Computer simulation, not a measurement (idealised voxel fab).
Documented hereafter: the process module known as voxel transistor to metal.
We display cut, a cross-section 195 nm in width whose square cells are each 5 nm.
A cross-section in this document is a grid of square cells, and it is written down as bands, the top band listed before the ones below it; a band is made up of one or more rows of cells. Basically the band line says how high the top is and how high the bottom is, in nm, and then what's in it from left to right, every material with its width in nm. Empty space shows up as "blank", and if a single material carries "throughout" it runs the full band edge to edge. Counting heights begins at 0, where everything beneath is, in the wafer as received, one material. The lowest band has no bottom; it goes on downwards, as "z 0 and below" shows. So if you see something like "30 to 40" for the width, read it as the top row of the band sitting at the first number and the bottom row at the second, with every row in between moving by the same amount as the last. Given "no change occurred" for a step, no cell of the cross-section differs between before and after that step. The entry "Enclosed void entries" lists the empty spaces that cover at least 8 cells and have no open path to the top. Each is written as width x height at distance, where the distance is measured from the left edge and all three values are in nm. Heads up: the bit after the settings on a step's line is the simulator's remark on that step. "overlay nm" on a masked step: distance the mask lay right of its planned place, negative for left.
So here's the lineup of process steps we planned:
| 1 | RECEIVE | material Si |
| 2 | OXIDIZE | depth nm 5 |
| 3 | CONFORMAL_DEP | material SiN | thk nm 15 |
| 4 | MASKED_ETCH | tone cover | mask id ACTIVE | width nm 100 | etch materials SiN | depth nm 15 | overlay nm 0 |
| 5 | MASKED_ETCH | tone cover | mask id ACTIVE | width nm 100 | etch materials SiO2 | depth nm 5 | overlay nm 0 |
| 6 | MASKED_ETCH | tone cover | mask id ACTIVE | width nm 100 | etch materials Si | depth nm 35 | overlay nm 0 |
| 7 | OXIDIZE | depth nm 5 |
| 8 | FILL_DEP | material SiO2 | thk nm 10 |
| 9 | CMP | height nm 15 |
| 10 | SELECTIVE_ETCH | etch materials SiO2 | depth nm 5 |
| 11 | STRIP | etch materials SiN |
| 12 | SELECTIVE_ETCH | etch materials SiO2 | depth nm 5 |
| 13 | OXIDIZE | depth nm 5 |
| 14 | DIRECTIONAL_DEP | material polySi | thk nm 20 |
| 15 | DIRECTIONAL_DEP | material SiCN | thk nm 15 |
| 16 | PATTERN | tone cover | mask id GATE | material resist | width nm 20 | thk nm 20 | overlay nm 0 |
| 17 | DIRECTIONAL_ETCH | etch materials SiCN | depth nm 25 |
| 18 | DIRECTIONAL_ETCH | etch materials polySi | depth nm 30 |
| 19 | STRIP | etch materials resist |
| 20 | CONFORMAL_DEP | material SiO2 | thk nm 5 |
| 21 | DIRECTIONAL_ETCH | etch materials SiO2 | depth nm 5 |
| 22 | CONFORMAL_DEP | material SiN | thk nm 10 |
| 23 | DIRECTIONAL_ETCH | etch materials SiN | depth nm 10 |
| 24 | DIRECTIONAL_ETCH | etch materials SiO2 | depth nm 5 |
| 25 | EPI | material nSi | thk nm 5 |
| 26 | FILL_DEP | material SiO2 | thk nm 5 |
| 27 | CMP | height nm 30 |
| 28 | DIRECTIONAL_DEP | material SiO2 | thk nm 15 |
| 29 | MASKED_ETCH | tone open | mask id CONTACT | width nm 25 | pitch nm 55 | etch materials SiO2 | depth nm 50 | overlay nm 0 |
| 30 | CONFORMAL_DEP | material TiN | thk nm 5 |
| 31 | FILL_DEP | material W | thk nm 5 |
| 32 | CMP | height nm 45 |
| 33 | DIRECTIONAL_DEP | material TiN | thk nm 5 |
| 34 | DIRECTIONAL_DEP | material Ru | thk nm 15 |
| 35 | DIRECTIONAL_DEP | material aC | thk nm 10 |
| 36 | PATTERN | tone cover | mask id METAL_1 | material resist | width nm 15 | pitch nm 65 | thk nm 30 | overlay nm -15 |
| 37 | DIRECTIONAL_ETCH | etch materials aC | depth nm 10 |
| 38 | STRIP | etch materials resist |
| 39 | DIRECTIONAL_ETCH | etch materials Ru | depth nm 15 |
| 40 | DIRECTIONAL_ETCH | etch materials TiN | depth nm 5 |
| 41 | STRIP | etch materials aC |
| 42 | CONFORMAL_DEP | material SiCN | thk nm 5 |
| 43 | FILL_DEP | material lowk | thk nm 5 |
| 44 | CMP | height nm 65 |
| 45 | CONFORMAL_DEP | material SiN | thk nm 5 |
Split variable: overlay nm, step 36. Plan value = first wafer. Wafers start alike.
Cross-sectional view of the first of several wafers in the as-received condition, corresponding to the state following step 1:
z 0 and below | Si throughout
Enclosed void entries: none
So in this table every wafer gets its own row, and what you see is where it stands at the end of the module: for each material, how many cells it picked up (+) or gave up (-) since we received it, and after that its closed voids:
overlay nm -15, +18 Ru, -225 Si, +57 SiCN, +75 SiN, +434 SiO2, +52 TiN, +26 W, +87 lowk, +6 nSi, +16 polySi, Enclosed void entries: none
overlay nm -10, +18 Ru, -225 Si, +57 SiCN, +75 SiN, +434 SiO2, +52 TiN, +26 W, +87 lowk, +6 nSi, +16 polySi, Enclosed void entries: none
overlay nm -5, +18 Ru, -225 Si, +57 SiCN, +75 SiN, +434 SiO2, +52 TiN, +26 W, +87 lowk, +6 nSi, +16 polySi, Enclosed void entries: none
overlay nm 0, +18 Ru, -225 Si, +57 SiCN, +75 SiN, +434 SiO2, +52 TiN, +26 W, +87 lowk, +6 nSi, +16 polySi, Enclosed void entries: none
overlay nm 5, +18 Ru, -225 Si, +57 SiCN, +75 SiN, +434 SiO2, +52 TiN, +26 W, +87 lowk, +6 nSi, +16 polySi, Enclosed void entries: none
overlay nm 10, +18 Ru, -225 Si, +57 SiCN, +75 SiN, +434 SiO2, +52 TiN, +26 W, +87 lowk, +6 nSi, +16 polySi, Enclosed void entries: none
overlay nm 15, +18 Ru, -225 Si, +57 SiCN, +75 SiN, +434 SiO2, +52 TiN, +26 W, +87 lowk, +6 nSi, +16 polySi, Enclosed void entries: none
